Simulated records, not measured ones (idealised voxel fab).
process module | voxel transistor to metal
cross-section cut | 145 nm wide | cells 5 nm
A cross-section is a grid of square cells, given in bands from the top down. A band is one or more rows of cells.
Each band's line starts with the height of the band's top and of its bottom, in nm. Then come its materials from left to right, each with its width in nm. One material with "throughout" fills the band from edge to edge. "air" is empty space.
Height 0 is the level under which the wafer as received is all one material. The lowest band goes on downwards, as in "0 down".
A width such as "30 to 40" changes by the same amount from each row of cells to the next, from the band's top row to its bottom row.
"no change" after a step means that no cell of the cross-section changed.
closed voids: empty space of 8 cells or more with no open way to the top, each as width x height at its distance from the left edge, in nm
after a step's settings: what the simulator itself notes on the step
overlay nm, on a step with a mask: how far to the right of its planned place the mask lay; to the left if negative
plan
1 op RECEIVE | material Si
2 op OXIDIZE | depth nm 5
3 op CONFORMAL_DEP | material SiN | thk nm 10
4 op DIRECTIONAL_DEP | material aC | thk nm 10
5 op PATTERN | tone cover | mask id ACTIVE | material resist | width nm 115 | thk nm 25 | overlay nm 0
6 op DIRECTIONAL_ETCH | etch materials aC | depth nm 10
7 op STRIP | etch materials resist
8 op DIRECTIONAL_ETCH | etch materials SiN | depth nm 10
9 op DIRECTIONAL_ETCH | etch materials SiO2 | depth nm 5
10 op DIRECTIONAL_ETCH | etch materials Si | depth nm 20
11 op STRIP | etch materials aC
12 op FILL_DEP | material SiO2 | thk nm 5
13 op CMP | height nm 10
14 op SELECTIVE_ETCH | etch materials SiO2 | depth nm 5
15 op STRIP | etch materials SiN
16 op SELECTIVE_ETCH | etch materials SiO2 | depth nm 5
17 op OXIDIZE | depth nm 5
18 op DIRECTIONAL_DEP | material polySi | thk nm 30
19 op DIRECTIONAL_DEP | material SiCN | thk nm 15
20 op PATTERN | tone cover | mask id GATE | material resist | width nm 25 | thk nm 20 | overlay nm 0
21 op DIRECTIONAL_ETCH | etch materials SiCN | depth nm 25
22 op DIRECTIONAL_ETCH | etch materials polySi | depth nm 40
23 op STRIP | etch materials resist
24 op CONFORMAL_DEP | material SiN | thk nm 5
25 op DIRECTIONAL_ETCH | etch materials SiN | depth nm 5
26 op DIRECTIONAL_ETCH | etch materials SiO2 | depth nm 5
27 op DIRECTIONAL_ETCH | etch materials Si | depth nm 10
28 op EPI | material pSi | thk nm 10
29 op FILL_DEP | material SiO2 | thk nm 5
30 op CMP | height nm 25
31 op STRIP | etch materials polySi
32 op SELECTIVE_ETCH | etch materials SiO2 | depth nm 5
33 op CONFORMAL_DEP | material HfO2 | thk nm 5
34 op CONFORMAL_DEP | material TiN | thk nm 5
35 op FILL_DEP | material W | thk nm 10
36 op CMP | height nm 20
37 op DIRECTIONAL_DEP | material SiO2 | thk nm 15
38 op DIRECTIONAL_DEP | material aC | thk nm 15
39 op PATTERN | tone open | mask id CONTACT | material resist | width nm 20 | pitch nm 75 | thk nm 35 | overlay nm 0
40 op DIRECTIONAL_ETCH | etch materials aC | depth nm 15
41 op STRIP | etch materials resist
42 op DIRECTIONAL_ETCH | etch materials SiO2 | depth nm 45
43 op STRIP | etch materials aC
44 op CONFORMAL_DEP | material TiN | thk nm 5
45 op FILL_DEP | material W | thk nm 10
46 op CMP | height nm 35
47 op CONFORMAL_DEP | material SiCN | thk nm 5
48 op DIRECTIONAL_DEP | material lowk | thk nm 15
49 op MASKED_ETCH | tone open | mask id METAL_1 | width nm 20 | pitch nm 75 | etch materials lowk | depth nm 15 | overlay nm 0
50 op MASKED_ETCH | tone open | mask id METAL_1 | width nm 20 | pitch nm 75 | etch materials SiCN | depth nm 5 | overlay nm 0
51 op CONFORMAL_DEP | material TiN | thk nm 5
52 op FILL_DEP | material Ru | thk nm 10
53 op CMP | height nm 55
54 op EPI | material Ru | thk nm 5
55 op FILL_DEP | material SiCN | thk nm 5
first wafer, as planned
as received, after step 1
  0 down: Si throughout
  closed voids: none
after step 2
  0 to -5: SiO2 throughout
  below -5: unchanged
after step 3
  10 to 0: SiN throughout
  below 0: unchanged
after step 4
  20 to 10: aC throughout
  below 10: unchanged
after step 5
  45 to 20: air 15 | resist 115 | air 15
  below 20: unchanged
after step 6
  35 to 20: air 15 | resist 115 | air 15
  20 to 10: air 15 | aC 115 | air 15
  below 10: unchanged
after step 7
  20 to 10: air 15 | aC 115 | air 15
  below 10: unchanged
after step 8
  20 to 10: air 15 | aC 115 | air 15
  10 to 0: air 15 | SiN 115 | air 15
  below 0: unchanged
after step 9
  20 to 10: air 15 | aC 115 | air 15
  10 to 0: air 15 | SiN 115 | air 15
  0 to -5: air 15 | SiO2 115 | air 15
  below -5: unchanged
after step 10
  20 to 10: air 15 | aC 115 | air 15
  10 to 0: air 15 | SiN 115 | air 15
  0 to -5: air 15 | SiO2 115 | air 15
  -5 to -25: air 15 | Si 115 | air 15
  below -25: unchanged
after step 11
  10 to 0: air 15 | SiN 115 | air 15
  below 0: unchanged
after step 12
  15 to 10: SiO2 throughout
  10 to 0: SiO2 15 | SiN 115 | SiO2 15
  0 to -5: SiO2 throughout
  -5 to -25: SiO2 15 | Si 115 | SiO2 15
  below -25: unchanged
after step 13
  10 to 0: SiO2 15 | SiN 115 | SiO2 15
  below 0: unchanged
after step 14
  10 to 5: air 15 | SiN 115 | air 15
  below 5: unchanged
after step 15
  5 to 0: SiO2 15 | air 115 | SiO2 15
  below 0: unchanged
after step 16
  0 to -5: SiO2 10 | air 125 | SiO2 10
  below -5: unchanged
after step 17
  0 to -5: SiO2 10 | air 125 | SiO2 10
  -5 to -10: SiO2 throughout
  below -10: unchanged
after step 18
  30 to 25: polySi 10 | air 125 | polySi 10
  25 to 0: polySi throughout
  0 to -5: SiO2 10 | polySi 125 | SiO2 10
  below -5: unchanged
after step 19
  45 to 40: SiCN 10 | air 125 | SiCN 10
  40 to 30: SiCN throughout
  30 to 25: polySi 10 | SiCN 125 | polySi 10
  below 25: unchanged
after step 20
  65 to 45: air 60 | resist 25 | air 60
  45 to 40: SiCN 10 | air 50 | resist 25 | air 50 | SiCN 10
  below 40: unchanged
after step 21
  65 to 40: air 60 | resist 25 | air 60
  40 to 30: air 60 | SiCN 25 | air 60
  30 to 25: polySi 10 | air 50 | SiCN 25 | air 50 | polySi 10
  below 25: unchanged
after step 22
  65 to 40: air 60 | resist 25 | air 60
  40 to 25: air 60 | SiCN 25 | air 60
  25 to 0: air 60 | polySi 25 | air 60
  0 to -5: SiO2 10 | air 50 | polySi 25 | air 50 | SiO2 10
  below -5: unchanged
after step 23
  40 to 25: air 60 | SiCN 25 | air 60
  below 25: unchanged
after step 24
  45 to 40: air 55 | SiN 35 | air 55
  40 to 25: air 55 | SiN 5 | SiCN 25 | SiN 5 | air 55
  25 to 5: air 55 | SiN 5 | polySi 25 | SiN 5 | air 55
  5 to 0: SiN 15 | air 40 | SiN 5 | polySi 25 | SiN 5 | air 40 | SiN 15
  0 to -5: SiO2 10 | SiN 50 | polySi 25 | SiN 50 | SiO2 10
  below -5: unchanged
after step 25
  40 to 25: air 55 | SiN 5 | SiCN 25 | SiN 5 | air 55
  25 to 0: air 55 | SiN 5 | polySi 25 | SiN 5 | air 55
  0 to -5: SiO2 10 | SiN 5 | air 40 | SiN 5 | polySi 25 | SiN 5 | air 40 | SiN 5 | SiO2 10
  below -5: unchanged
after step 26
  40 to 25: air 55 | SiN 5 | SiCN 25 | SiN 5 | air 55
  25 to 0: air 55 | SiN 5 | polySi 25 | SiN 5 | air 55
  0 to -5: air 10 | SiN 5 | air 40 | SiN 5 | polySi 25 | SiN 5 | air 40 | SiN 5 | air 10
  -5 to -10: SiO2 15 | air 40 | SiO2 35 | air 40 | SiO2 15
  below -10: unchanged
after step 27
  40 to 25: air 55 | SiN 5 | SiCN 25 | SiN 5 | air 55
  25 to 0: air 55 | SiN 5 | polySi 25 | SiN 5 | air 55
  0 to -5: air 10 | SiN 5 | air 40 | SiN 5 | polySi 25 | SiN 5 | air 40 | SiN 5 | air 10
  -5 to -10: SiO2 15 | air 40 | SiO2 35 | air 40 | SiO2 15
  -10 to -20: SiO2 15 | air 40 | Si 35 | air 40 | SiO2 15
  below -20: unchanged
after step 28
  40 to 25: air 55 | SiN 5 | SiCN 25 | SiN 5 | air 55
  25 to 0: air 55 | SiN 5 | polySi 25 | SiN 5 | air 55
  0 to -5: air 10 | SiN 5 | air 30 | pSi 10 | SiN 5 | polySi 25 | SiN 5 | pSi 10 | air 30 | SiN 5 | air 10
  -5 to -10: SiO2 15 | air 30 | pSi 10 | SiO2 35 | pSi 10 | air 30 | SiO2 15
  -10 to -20: SiO2 15 | pSi 40 | Si 35 | pSi 40 | SiO2 15
  below -20: unchanged
after step 29
  45 to 40: SiO2 throughout
  40 to 25: SiO2 55 | SiN 5 | SiCN 25 | SiN 5 | SiO2 55
  25 to 0: SiO2 55 | SiN 5 | polySi 25 | SiN 5 | SiO2 55
  0 to -5: SiO2 10 | SiN 5 | SiO2 30 | pSi 10 | SiN 5 | polySi 25 | SiN 5 | pSi 10 | SiO2 30 | SiN 5 | SiO2 10
  -5 to -10: SiO2 45 | pSi 10 | SiO2 35 | pSi 10 | SiO2 45
  below -10: unchanged
after step 30
  25 to 0: SiO2 55 | SiN 5 | polySi 25 | SiN 5 | SiO2 55
  below 0: unchanged
after step 31
  25 to 0: SiO2 55 | SiN 5 | air 25 | SiN 5 | SiO2 55
  0 to -5: SiO2 10 | SiN 5 | SiO2 30 | pSi 10 | SiN 5 | air 25 | SiN 5 | pSi 10 | SiO2 30 | SiN 5 | SiO2 10
  below -5: unchanged
after step 32
  25 to 20: air 55 | SiN 5 | air 25 | SiN 5 | air 55
  20 to 0: SiO2 55 | SiN 5 | air 25 | SiN 5 | SiO2 55
  0 to -5: SiO2 10 | SiN 5 | SiO2 30 | pSi 10 | SiN 5 | air 25 | SiN 5 | pSi 10 | SiO2 30 | SiN 5 | SiO2 10
  -5 to -10: SiO2 45 | pSi 10 | air 35 | pSi 10 | SiO2 45
  below -10: unchanged
after step 33
  30 to 25: air 50 | HfO2 15 | air 15 | HfO2 15 | air 50
  25 to 20: HfO2 55 | SiN 5 | HfO2 5 | air 15 | HfO2 5 | SiN 5 | HfO2 55
  20 to 0: SiO2 55 | SiN 5 | HfO2 5 | air 15 | HfO2 5 | SiN 5 | SiO2 55
  0 to -5: SiO2 10 | SiN 5 | SiO2 30 | pSi 10 | SiN 5 | HfO2 5 | air 15 | HfO2 5 | SiN 5 | pSi 10 | SiO2 30 | SiN 5 | SiO2 10
  -5 to -10: SiO2 45 | pSi 10 | HfO2 35 | pSi 10 | SiO2 45
  below -10: unchanged
after step 34
  35 to 30: air 45 | TiN 25 | air 5 | TiN 25 | air 45
  30 to 25: TiN 50 | HfO2 15 | TiN 5 | air 5 | TiN 5 | HfO2 15 | TiN 50
  25 to 20: HfO2 55 | SiN 5 | HfO2 5 | TiN 5 | air 5 | TiN 5 | HfO2 5 | SiN 5 | HfO2 55
  20 to 0: SiO2 55 | SiN 5 | HfO2 5 | TiN 5 | air 5 | TiN 5 | HfO2 5 | SiN 5 | SiO2 55
  0 to -5: SiO2 10 | SiN 5 | SiO2 30 | pSi 10 | SiN 5 | HfO2 5 | TiN 15 | HfO2 5 | SiN 5 | pSi 10 | SiO2 30 | SiN 5 | SiO2 10
  below -5: unchanged
after step 35
  45 to 35: W throughout
  35 to 30: W 45 | TiN 25 | W 5 | TiN 25 | W 45
  30 to 25: TiN 50 | HfO2 15 | TiN 5 | W 5 | TiN 5 | HfO2 15 | TiN 50
  25 to 20: HfO2 55 | SiN 5 | HfO2 5 | TiN 5 | W 5 | TiN 5 | HfO2 5 | SiN 5 | HfO2 55
  20 to 0: SiO2 55 | SiN 5 | HfO2 5 | TiN 5 | W 5 | TiN 5 | HfO2 5 | SiN 5 | SiO2 55
  below 0: unchanged
after step 36
  20 to 0: SiO2 55 | SiN 5 | HfO2 5 | TiN 5 | W 5 | TiN 5 | HfO2 5 | SiN 5 | SiO2 55
  below 0: unchanged
after step 37
  35 to 20: SiO2 throughout
  below 20: unchanged
after step 38
  50 to 35: aC throughout
  below 35: unchanged
after step 39
  85 to 50: resist 25 | air 20 | resist 55 | air 20 | resist 25
  below 50: unchanged
after step 40
  70 to 50: resist 25 | air 20 | resist 55 | air 20 | resist 25
  50 to 35: aC 25 | air 20 | aC 55 | air 20 | aC 25
  below 35: unchanged
after step 41
  50 to 35: aC 25 | air 20 | aC 55 | air 20 | aC 25
  below 35: unchanged
after step 42
  50 to 35: aC 25 | air 20 | aC 55 | air 20 | aC 25
  35 to 20: SiO2 25 | air 20 | SiO2 55 | air 20 | SiO2 25
  20 to 0: SiO2 25 | air 20 | SiO2 10 | SiN 5 | HfO2 5 | TiN 5 | W 5 | TiN 5 | HfO2 5 | SiN 5 | SiO2 10 | air 20 | SiO2 25
  0 to -5: SiO2 10 | SiN 5 | SiO2 10 | air 20 | pSi 10 | SiN 5 | HfO2 5 | TiN 15 | HfO2 5 | SiN 5 | pSi 10 | air 20 | SiO2 10 | SiN 5 | SiO2 10
  -5 to -10: SiO2 25 | air 20 | pSi 10 | HfO2 35 | pSi 10 | air 20 | SiO2 25
  below -10: unchanged
after step 43
  35 to 20: SiO2 25 | air 20 | SiO2 55 | air 20 | SiO2 25
  below 20: unchanged
after step 44
  40 to 35: TiN 30 | air 10 | TiN 65 | air 10 | TiN 30
  35 to 20: SiO2 25 | TiN 5 | air 10 | TiN 5 | SiO2 55 | TiN 5 | air 10 | TiN 5 | SiO2 25
  20 to 0: SiO2 25 | TiN 5 | air 10 | TiN 5 | SiO2 10 | SiN 5 | HfO2 5 | TiN 5 | W 5 | TiN 5 | HfO2 5 | SiN 5 | SiO2 10 | TiN 5 | air 10 | TiN 5 | SiO2 25
  0 to -5: SiO2 10 | SiN 5 | SiO2 10 | TiN 5 | air 10 | TiN 5 | pSi 10 | SiN 5 | HfO2 5 | TiN 15 | HfO2 5 | SiN 5 | pSi 10 | TiN 5 | air 10 | TiN 5 | SiO2 10 | SiN 5 | SiO2 10
  -5 to -10: SiO2 25 | TiN 20 | pSi 10 | HfO2 35 | pSi 10 | TiN 20 | SiO2 25
  below -10: unchanged
after step 45
  50 to 40: W throughout
  40 to 35: TiN 30 | W 10 | TiN 65 | W 10 | TiN 30
  35 to 20: SiO2 25 | TiN 5 | W 10 | TiN 5 | SiO2 55 | TiN 5 | W 10 | TiN 5 | SiO2 25
  20 to 0: SiO2 25 | TiN 5 | W 10 | TiN 5 | SiO2 10 | SiN 5 | HfO2 5 | TiN 5 | W 5 | TiN 5 | HfO2 5 | SiN 5 | SiO2 10 | TiN 5 | W 10 | TiN 5 | SiO2 25
  0 to -5: SiO2 10 | SiN 5 | SiO2 10 | TiN 5 | W 10 | TiN 5 | pSi 10 | SiN 5 | HfO2 5 | TiN 15 | HfO2 5 | SiN 5 | pSi 10 | TiN 5 | W 10 | TiN 5 | SiO2 10 | SiN 5 | SiO2 10
  below -5: unchanged
after step 46
  35 to 20: SiO2 25 | TiN 5 | W 10 | TiN 5 | SiO2 55 | TiN 5 | W 10 | TiN 5 | SiO2 25
  below 20: unchanged
after step 47
  40 to 35: SiCN throughout
  below 35: unchanged
after step 48
  55 to 40: lowk throughout
  below 40: unchanged
after step 49
  55 to 40: lowk 25 | air 20 | lowk 55 | air 20 | lowk 25
  below 40: unchanged
after step 50
  55 to 40: lowk 25 | air 20 | lowk 55 | air 20 | lowk 25
  40 to 35: SiCN 25 | air 20 | SiCN 55 | air 20 | SiCN 25
  below 35: unchanged
after step 51
  60 to 55: TiN 30 | air 10 | TiN 65 | air 10 | TiN 30
  55 to 40: lowk 25 | TiN 5 | air 10 | TiN 5 | lowk 55 | TiN 5 | air 10 | TiN 5 | lowk 25
  40 to 35: SiCN 25 | TiN 20 | SiCN 55 | TiN 20 | SiCN 25
  below 35: unchanged
after step 52
  70 to 60: Ru throughout
  60 to 55: TiN 30 | Ru 10 | TiN 65 | Ru 10 | TiN 30
  55 to 40: lowk 25 | TiN 5 | Ru 10 | TiN 5 | lowk 55 | TiN 5 | Ru 10 | TiN 5 | lowk 25
  below 40: unchanged
after step 53
  55 to 40: lowk 25 | TiN 5 | Ru 10 | TiN 5 | lowk 55 | TiN 5 | Ru 10 | TiN 5 | lowk 25
  below 40: unchanged
after step 54
  60 to 55: air 20 | Ru 30 | air 45 | Ru 30 | air 20
  below 55: unchanged
after step 55
  65 to 60: SiCN throughout
  60 to 55: SiCN 20 | Ru 30 | SiCN 45 | Ru 30 | SiCN 20
  below 55: unchanged
second wafer: like start, like plan, one mistake. Through step 19 it matches the first wafer
when step 20 should have ended
  65 to 45: resist 60 | air 25 | resist 60
  45 to 40: SiCN 10 | resist 50 | air 25 | resist 50 | SiCN 10
  below 40: unchanged
when step 21 should have ended
  65 to 45: resist 60 | air 25 | resist 60
  45 to 40: SiCN 10 | resist 50 | air 25 | resist 50 | SiCN 10
  40 to 30: SiCN 60 | air 25 | SiCN 60
  30 to 25: polySi 10 | SiCN 50 | air 25 | SiCN 50 | polySi 10
  below 25: unchanged
when step 22 should have ended
  65 to 45: resist 60 | air 25 | resist 60
  45 to 40: SiCN 10 | resist 50 | air 25 | resist 50 | SiCN 10
  40 to 30: SiCN 60 | air 25 | SiCN 60
  30 to 25: polySi 10 | SiCN 50 | air 25 | SiCN 50 | polySi 10
  25 to 0: polySi 60 | air 25 | polySi 60
  0 to -5: SiO2 10 | polySi 50 | air 25 | polySi 50 | SiO2 10
  below -5: unchanged
when step 23 should have ended
  45 to 40: SiCN 10 | air 125 | SiCN 10
  below 40: unchanged
when step 24 should have ended
  50 to 45: SiN 15 | air 115 | SiN 15
  45 to 40: SiCN 10 | SiN 55 | air 15 | SiN 55 | SiCN 10
  40 to 30: SiCN 60 | SiN 5 | air 15 | SiN 5 | SiCN 60
  30 to 25: polySi 10 | SiCN 50 | SiN 5 | air 15 | SiN 5 | SiCN 50 | polySi 10
  25 to 0: polySi 60 | SiN 5 | air 15 | SiN 5 | polySi 60
  0 to -5: SiO2 10 | polySi 50 | SiN 25 | polySi 50 | SiO2 10
  below -5: unchanged
when step 25 should have ended
  45 to 40: SiCN 10 | SiN 5 | air 115 | SiN 5 | SiCN 10
  40 to 30: SiCN 60 | SiN 5 | air 15 | SiN 5 | SiCN 60
  30 to 25: polySi 10 | SiCN 50 | SiN 5 | air 15 | SiN 5 | SiCN 50 | polySi 10
  25 to 0: polySi 60 | SiN 5 | air 15 | SiN 5 | polySi 60
  0 to -5: SiO2 10 | polySi 50 | SiN 5 | air 15 | SiN 5 | polySi 50 | SiO2 10
  below -5: unchanged
when step 26 should have ended
  45 to 40: SiCN 10 | SiN 5 | air 115 | SiN 5 | SiCN 10
  40 to 30: SiCN 60 | SiN 5 | air 15 | SiN 5 | SiCN 60
  30 to 25: polySi 10 | SiCN 50 | SiN 5 | air 15 | SiN 5 | SiCN 50 | polySi 10
  25 to 0: polySi 60 | SiN 5 | air 15 | SiN 5 | polySi 60
  0 to -5: SiO2 10 | polySi 50 | SiN 5 | air 15 | SiN 5 | polySi 50 | SiO2 10
  -5 to -10: SiO2 65 | air 15 | SiO2 65
  below -10: unchanged
when step 27 should have ended
  45 to 40: SiCN 10 | SiN 5 | air 115 | SiN 5 | SiCN 10
  40 to 30: SiCN 60 | SiN 5 | air 15 | SiN 5 | SiCN 60
  30 to 25: polySi 10 | SiCN 50 | SiN 5 | air 15 | SiN 5 | SiCN 50 | polySi 10
  25 to 0: polySi 60 | SiN 5 | air 15 | SiN 5 | polySi 60
  0 to -5: SiO2 10 | polySi 50 | SiN 5 | air 15 | SiN 5 | polySi 50 | SiO2 10
  -5 to -10: SiO2 65 | air 15 | SiO2 65
  -10 to -20: SiO2 15 | Si 50 | air 15 | Si 50 | SiO2 15
  below -20: unchanged
when step 28 should have ended
  45 to 40: SiCN 10 | SiN 5 | air 115 | SiN 5 | SiCN 10
  40 to 30: SiCN 60 | SiN 5 | air 15 | SiN 5 | SiCN 60
  30 to 25: polySi 10 | SiCN 50 | SiN 5 | air 15 | SiN 5 | SiCN 50 | polySi 10
  25 to 0: polySi 60 | SiN 5 | air 15 | SiN 5 | polySi 60
  0 to -5: SiO2 10 | polySi 50 | SiN 5 | pSi 15 | SiN 5 | polySi 50 | SiO2 10
  -5 to -10: SiO2 65 | pSi 15 | SiO2 65
  -10 to -20: SiO2 15 | Si 50 | pSi 15 | Si 50 | SiO2 15
  below -20: unchanged
when step 29 should have ended
  50 to 45: SiO2 throughout
  45 to 40: SiCN 10 | SiN 5 | SiO2 115 | SiN 5 | SiCN 10
  40 to 30: SiCN 60 | SiN 5 | SiO2 15 | SiN 5 | SiCN 60
  30 to 25: polySi 10 | SiCN 50 | SiN 5 | SiO2 15 | SiN 5 | SiCN 50 | polySi 10
  25 to 0: polySi 60 | SiN 5 | SiO2 15 | SiN 5 | polySi 60
  below 0: unchanged
when step 30 should have ended
  25 to 0: polySi 60 | SiN 5 | SiO2 15 | SiN 5 | polySi 60
  below 0: unchanged
when step 31 should have ended
  25 to 0: air 60 | SiN 5 | SiO2 15 | SiN 5 | air 60
  0 to -5: SiO2 10 | air 50 | SiN 5 | pSi 15 | SiN 5 | air 50 | SiO2 10
  below -5: unchanged
when step 32 should have ended
  25 to 20: air 60 | SiN 5 | air 15 | SiN 5 | air 60
  20 to 0: air 60 | SiN 5 | SiO2 15 | SiN 5 | air 60
  0 to -5: air 60 | SiN 5 | pSi 15 | SiN 5 | air 60
  -5 to -10: SiO2 5 | air 60 | pSi 15 | air 60 | SiO2 5
  below -10: unchanged
when step 33 should have ended
  30 to 25: air 55 | HfO2 15 | air 5 | HfO2 15 | air 55
  25 to 20: air 55 | HfO2 5 | SiN 5 | HfO2 15 | SiN 5 | HfO2 5 | air 55
  20 to 0: air 55 | HfO2 5 | SiN 5 | SiO2 15 | SiN 5 | HfO2 5 | air 55
  0 to -5: HfO2 10 | air 45 | HfO2 5 | SiN 5 | pSi 15 | SiN 5 | HfO2 5 | air 45 | HfO2 10
  -5 to -10: SiO2 5 | HfO2 60 | pSi 15 | HfO2 60 | SiO2 5
  below -10: unchanged
when step 34 should have ended
  35 to 30: air 50 | TiN 45 | air 50
  30 to 25: air 50 | TiN 5 | HfO2 15 | TiN 5 | HfO2 15 | TiN 5 | air 50
  25 to 20: air 50 | TiN 5 | HfO2 5 | SiN 5 | HfO2 15 | SiN 5 | HfO2 5 | TiN 5 | air 50
  20 to 5: air 50 | TiN 5 | HfO2 5 | SiN 5 | SiO2 15 | SiN 5 | HfO2 5 | TiN 5 | air 50
  5 to 0: TiN 15 | air 35 | TiN 5 | HfO2 5 | SiN 5 | SiO2 15 | SiN 5 | HfO2 5 | TiN 5 | air 35 | TiN 15
  0 to -5: HfO2 10 | TiN 45 | HfO2 5 | SiN 5 | pSi 15 | SiN 5 | HfO2 5 | TiN 45 | HfO2 10
  below -5: unchanged
when step 35 should have ended
  45 to 35: W throughout
  35 to 30: W 50 | TiN 45 | W 50
  30 to 25: W 50 | TiN 5 | HfO2 15 | TiN 5 | HfO2 15 | TiN 5 | W 50
  25 to 20: W 50 | TiN 5 | HfO2 5 | SiN 5 | HfO2 15 | SiN 5 | HfO2 5 | TiN 5 | W 50
  20 to 5: W 50 | TiN 5 | HfO2 5 | SiN 5 | SiO2 15 | SiN 5 | HfO2 5 | TiN 5 | W 50
  5 to 0: TiN 15 | W 35 | TiN 5 | HfO2 5 | SiN 5 | SiO2 15 | SiN 5 | HfO2 5 | TiN 5 | W 35 | TiN 15
  below 0: unchanged
when step 36 should have ended
  20 to 5: W 50 | TiN 5 | HfO2 5 | SiN 5 | SiO2 15 | SiN 5 | HfO2 5 | TiN 5 | W 50
  below 5: unchanged
when step 37 should have ended
  35 to 20: SiO2 throughout
  below 20: unchanged
when step 38 should have ended
  50 to 35: aC throughout
  below 35: unchanged
when step 39 should have ended
  85 to 50: resist 25 | air 20 | resist 55 | air 20 | resist 25
  below 50: unchanged
when step 40 should have ended
  70 to 50: resist 25 | air 20 | resist 55 | air 20 | resist 25
  50 to 35: aC 25 | air 20 | aC 55 | air 20 | aC 25
  below 35: unchanged
when step 41 should have ended
  50 to 35: aC 25 | air 20 | aC 55 | air 20 | aC 25
  below 35: unchanged
when step 42 should have ended
  50 to 35: aC 25 | air 20 | aC 55 | air 20 | aC 25
  35 to 20: SiO2 25 | air 20 | SiO2 55 | air 20 | SiO2 25
  below 20: unchanged
when step 43 should have ended
  35 to 20: SiO2 25 | air 20 | SiO2 55 | air 20 | SiO2 25
  below 20: unchanged
when step 44 should have ended
  40 to 35: TiN 30 | air 10 | TiN 65 | air 10 | TiN 30
  35 to 25: SiO2 25 | TiN 5 | air 10 | TiN 5 | SiO2 55 | TiN 5 | air 10 | TiN 5 | SiO2 25
  25 to 20: SiO2 25 | TiN 20 | SiO2 55 | TiN 20 | SiO2 25
  below 20: unchanged
when step 45 should have ended
  50 to 40: W throughout
  40 to 35: TiN 30 | W 10 | TiN 65 | W 10 | TiN 30
  35 to 25: SiO2 25 | TiN 5 | W 10 | TiN 5 | SiO2 55 | TiN 5 | W 10 | TiN 5 | SiO2 25
  below 25: unchanged
when step 46 should have ended
  35 to 25: SiO2 25 | TiN 5 | W 10 | TiN 5 | SiO2 55 | TiN 5 | W 10 | TiN 5 | SiO2 25
  below 25: unchanged
when step 47 should have ended
  40 to 35: SiCN throughout
  below 35: unchanged
when step 48 should have ended
  55 to 40: lowk throughout
  below 40: unchanged
when step 49 should have ended
  55 to 40: lowk 25 | air 20 | lowk 55 | air 20 | lowk 25
  below 40: unchanged
when step 50 should have ended
  55 to 40: lowk 25 | air 20 | lowk 55 | air 20 | lowk 25
  40 to 35: SiCN 25 | air 20 | SiCN 55 | air 20 | SiCN 25
  below 35: unchanged
when step 51 should have ended
  60 to 55: TiN 30 | air 10 | TiN 65 | air 10 | TiN 30
  55 to 40: lowk 25 | TiN 5 | air 10 | TiN 5 | lowk 55 | TiN 5 | air 10 | TiN 5 | lowk 25
  40 to 35: SiCN 25 | TiN 20 | SiCN 55 | TiN 20 | SiCN 25
  below 35: unchanged
when step 52 should have ended
  70 to 60: Ru throughout
  60 to 55: TiN 30 | Ru 10 | TiN 65 | Ru 10 | TiN 30
  55 to 40: lowk 25 | TiN 5 | Ru 10 | TiN 5 | lowk 55 | TiN 5 | Ru 10 | TiN 5 | lowk 25
  below 40: unchanged
when step 53 should have ended
  55 to 40: lowk 25 | TiN 5 | Ru 10 | TiN 5 | lowk 55 | TiN 5 | Ru 10 | TiN 5 | lowk 25
  below 40: unchanged
when step 54 should have ended
  60 to 55: air 20 | Ru 30 | air 45 | Ru 30 | air 20
  below 55: unchanged
when step 55 should have ended
  65 to 60: SiCN throughout
  60 to 55: SiCN 20 | Ru 30 | SiCN 45 | Ru 30 | SiCN 20
  below 55: unchanged
what went wrong: step 20 ran as: op PATTERN | tone open | mask id GATE | material resist | width nm 25 | thk nm 20 | overlay nm 0
at the end the second wafer has, in cells: 21 more of HfO2 | 26 more of Si | 2 fewer of SiN | 60 fewer of SiO2 | 3 fewer of TiN | 46 more of W | 28 fewer of pSi
